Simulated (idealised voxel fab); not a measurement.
This is a process module. Its name is voxel wiring stack.
Each square cell in cross-section cut measures 5 nm, and the section as a whole is 280 nm wide.
Think of the cross-section as a grid of square cells. We describe it in bands, top to bottom, and each band covers one or more rows of those cells. Per band: top height and bottom height in nm, followed by the left-to-right materials and their widths in nm; "throughout" marks a single material spanning edge to edge, "blank" marks empty space. Heights are expressed relative to 0, this being the level below which the as-received wafer comprises one material exclusively. The lowest band is unbounded in the downward direction and is denoted as in "from 0 down". Quick explanation for "30->40": the width changes in equal steps down the rows of cells, from the first number in the band's top row to the second number in its bottom row. The designation "same as before", where it is given for a processing step, indicates that no cell of the cross-section was altered in the course of that step. "Voids lacking openings" lists enclosed empty spaces (at least 8 cells, no open path upward to the top), each as width x height at distance from the left edge, in nm. Formally, on a step line, whatever follows the settings is a remark that the simulator itself makes on the step. The setting "overlay nm" may be written on the line of a step. When the step uses a mask, the value reports how far to the right of the planned place the mask lay, and a negative value reports that it lay to the left.

### The planned process steps are enumerated hereunder
1: RECEIVE,material Si
2: CONFORMAL_DEP,material SiO2,thk nm 10
3: CONFORMAL_DEP,material SiCN,thk nm 5
4: DIRECTIONAL_DEP,material SiO2,thk nm 25
5: MASKED_ETCH,tone open,mask id METAL_1,width nm 30,pitch nm 60,etch materials SiO2,depth nm 25,overlay nm 0
6: MASKED_ETCH,tone open,mask id METAL_1,width nm 30,pitch nm 60,etch materials SiCN,depth nm 5,overlay nm 0
7: CONFORMAL_DEP,material TiN,thk nm 5
8: FILL_DEP,material Cu,thk nm 10
9: CMP,height nm 40
10: EPI,material Ru,thk nm 5
11: FILL_DEP,material SiCN,thk nm 5
12: DIRECTIONAL_DEP,material lowk,thk nm 15
13: DIRECTIONAL_DEP,material aC,thk nm 10
14: PATTERN,tone open,mask id PLUG_1,material resist,width nm 15,pitch nm 60,thk nm 25,overlay nm 0
15: DIRECTIONAL_ETCH,etch materials aC,depth nm 10
16: STRIP,etch materials resist
17: DIRECTIONAL_ETCH,etch materials lowk,depth nm 15
18: DIRECTIONAL_ETCH,etch materials SiCN,depth nm 5
19: STRIP,etch materials aC
20: CONFORMAL_DEP,material TiN,thk nm 5
21: FILL_DEP,material Cu,thk nm 5
22: CMP,height nm 65
23: DIRECTIONAL_DEP,material TiN,thk nm 5
24: DIRECTIONAL_DEP,material W,thk nm 25
25: MASKED_ETCH,tone cover,mask id METAL_2,width nm 30,pitch nm 60,etch materials W,depth nm 25,overlay nm 0
26: MASKED_ETCH,tone cover,mask id METAL_2,width nm 30,pitch nm 60,etch materials TiN,depth nm 5,overlay nm 0
27: CONFORMAL_DEP,material SiN,thk nm 5
28: FILL_DEP,material lowk,thk nm 10
29: CMP,height nm 95
30: CONFORMAL_DEP,material SiCN,thk nm 5
31: DIRECTIONAL_DEP,material lowk,thk nm 15
32: DIRECTIONAL_DEP,material aC,thk nm 15
33: PATTERN,tone open,mask id PLUG_2,material resist,width nm 15,pitch nm 60,thk nm 35,overlay nm 0
34: DIRECTIONAL_ETCH,etch materials aC,depth nm 15
35: STRIP,etch materials resist
36: DIRECTIONAL_ETCH,etch materials lowk,depth nm 15
37: DIRECTIONAL_ETCH,etch materials SiCN,depth nm 5
38: STRIP,etch materials aC
39: CONFORMAL_DEP,material TiN,thk nm 5
40: FILL_DEP,material Cu,thk nm 10
41: CMP,height nm 115
42: DIRECTIONAL_DEP,material TiN,thk nm 5
43: DIRECTIONAL_DEP,material W,thk nm 25
44: DIRECTIONAL_DEP,material aC,thk nm 10
45: PATTERN,tone cover,mask id METAL_3,material resist,width nm 30,pitch nm 60,thk nm 30,overlay nm 0
46: DIRECTIONAL_ETCH,etch materials aC,depth nm 10
47: STRIP,etch materials resist
48: DIRECTIONAL_ETCH,etch materials W,depth nm 25
49: DIRECTIONAL_ETCH,etch materials TiN,depth nm 5
50: STRIP,etch materials aC
51: FILL_DEP,material lowk,thk nm 10
52: CMP,height nm 145
53: CONFORMAL_DEP,material SiN,thk nm 5

### As received (post step 1): cross-section
  from 0 down: Si throughout
  Voids lacking openings: none

### Cross-sectional view of the first of the two wafers upon completion of the module, processed in accordance with the plan
  from 150 to 145: SiN throughout
  from 145 to 120: lowk 95 nm, then W 30 nm, then lowk 30 nm, then W 30 nm, then lowk 95 nm
  from 120 to 115: lowk 95 nm, then TiN 30 nm, then lowk 30 nm, then TiN 30 nm, then lowk 95 nm
  from 115 to 100: lowk 95 nm, then TiN 5 nm, then Cu 5 nm, then TiN 5 nm, then lowk 45 nm, then TiN 5 nm, then Cu 5 nm, then TiN 5 nm, then lowk 110 nm
  from 100 to 95: SiCN 95 nm, then TiN 15 nm, then SiCN 45 nm, then TiN 15 nm, then SiCN 110 nm
  from 95 to 70: lowk 90 nm, then SiN 5 nm, then W 30 nm, then SiN 5 nm, then lowk 20 nm, then SiN 5 nm, then W 30 nm, then SiN 5 nm, then lowk 90 nm
  from 70 to 65: SiN 95 nm, then TiN 30 nm, then SiN 30 nm, then TiN 30 nm, then SiN 95 nm
  from 65 to 50: lowk 95 nm, then TiN 5 nm, then Cu 5 nm, then TiN 5 nm, then lowk 45 nm, then TiN 5 nm, then Cu 5 nm, then TiN 5 nm, then lowk 110 nm
  from 50 to 45: SiCN 95 nm, then TiN 15 nm, then SiCN 45 nm, then TiN 15 nm, then SiCN 110 nm
  from 45 to 40: SiCN 90 nm, then Ru 40 nm, then SiCN 20 nm, then Ru 40 nm, then SiCN 90 nm
  from 40 to 15: SiO2 95 nm, then TiN 5 nm, then Cu 20 nm, then TiN 5 nm, then SiO2 30 nm, then TiN 5 nm, then Cu 20 nm, then TiN 5 nm, then SiO2 95 nm
  from 15 to 10: SiCN 95 nm, then TiN 30 nm, then SiCN 30 nm, then TiN 30 nm, then SiCN 95 nm
  from 10 to 0: SiO2 throughout
  from 0 down: Si throughout
  Voids lacking openings: none

### Cross-sectional view of the second of two wafers upon completion of the module. This wafer shared its starting condition and process plan with the first; one error was made during its execution
  from 150 to 145: SiN throughout
  from 145 to 120: lowk 95 nm, then W 30 nm, then lowk 30 nm, then W 30 nm, then lowk 95 nm
  from 120 to 115: lowk 95 nm, then TiN 30 nm, then lowk 30 nm, then TiN 30 nm, then lowk 95 nm
  from 115 to 100: lowk 95 nm, then TiN 5 nm, then Cu 5 nm, then TiN 5 nm, then lowk 45 nm, then TiN 5 nm, then Cu 5 nm, then TiN 5 nm, then lowk 110 nm
  from 100 to 95: SiCN 95 nm, then TiN 15 nm, then SiCN 45 nm, then TiN 15 nm, then SiCN 110 nm
  from 95 to 90: lowk 90 nm, then SiN 40 nm, then lowk 20 nm, then SiN 40 nm, then lowk 90 nm
  from 90 to 65: lowk 90 nm, then SiN 5 nm, then W 30 nm, then SiN 5 nm, then lowk 20 nm, then SiN 5 nm, then W 30 nm, then SiN 5 nm, then lowk 90 nm
  from 65 to 60: SiN 95 nm, then TiN 30 nm, then SiN 30 nm, then TiN 30 nm, then SiN 95 nm
  from 60 to 50: lowk 95 nm, then TiN 5 nm, then Cu 5 nm, then TiN 5 nm, then lowk 45 nm, then TiN 5 nm, then Cu 5 nm, then TiN 5 nm, then lowk 110 nm
  from 50 to 45: SiCN 95 nm, then TiN 15 nm, then SiCN 45 nm, then TiN 15 nm, then SiCN 110 nm
  from 45 to 40: SiCN 90 nm, then Ru 40 nm, then SiCN 20 nm, then Ru 40 nm, then SiCN 90 nm
  from 40 to 15: SiO2 95 nm, then TiN 5 nm, then Cu 20 nm, then TiN 5 nm, then SiO2 30 nm, then TiN 5 nm, then Cu 20 nm, then TiN 5 nm, then SiO2 95 nm
  from 15 to 10: SiCN 95 nm, then TiN 30 nm, then SiCN 30 nm, then TiN 30 nm, then SiCN 95 nm
  from 10 to 0: SiO2 throughout
  from 0 down: Si throughout
  Voids lacking openings: none
Run error: planned and actual differ for step 22; actual: CMP,height nm 60
At the finish, the second wafer shows more or fewer cells for some materials than the first does: Cu: 2 fewer; SiN: 16 more; TiN: 4 fewer; lowk: 10 fewer
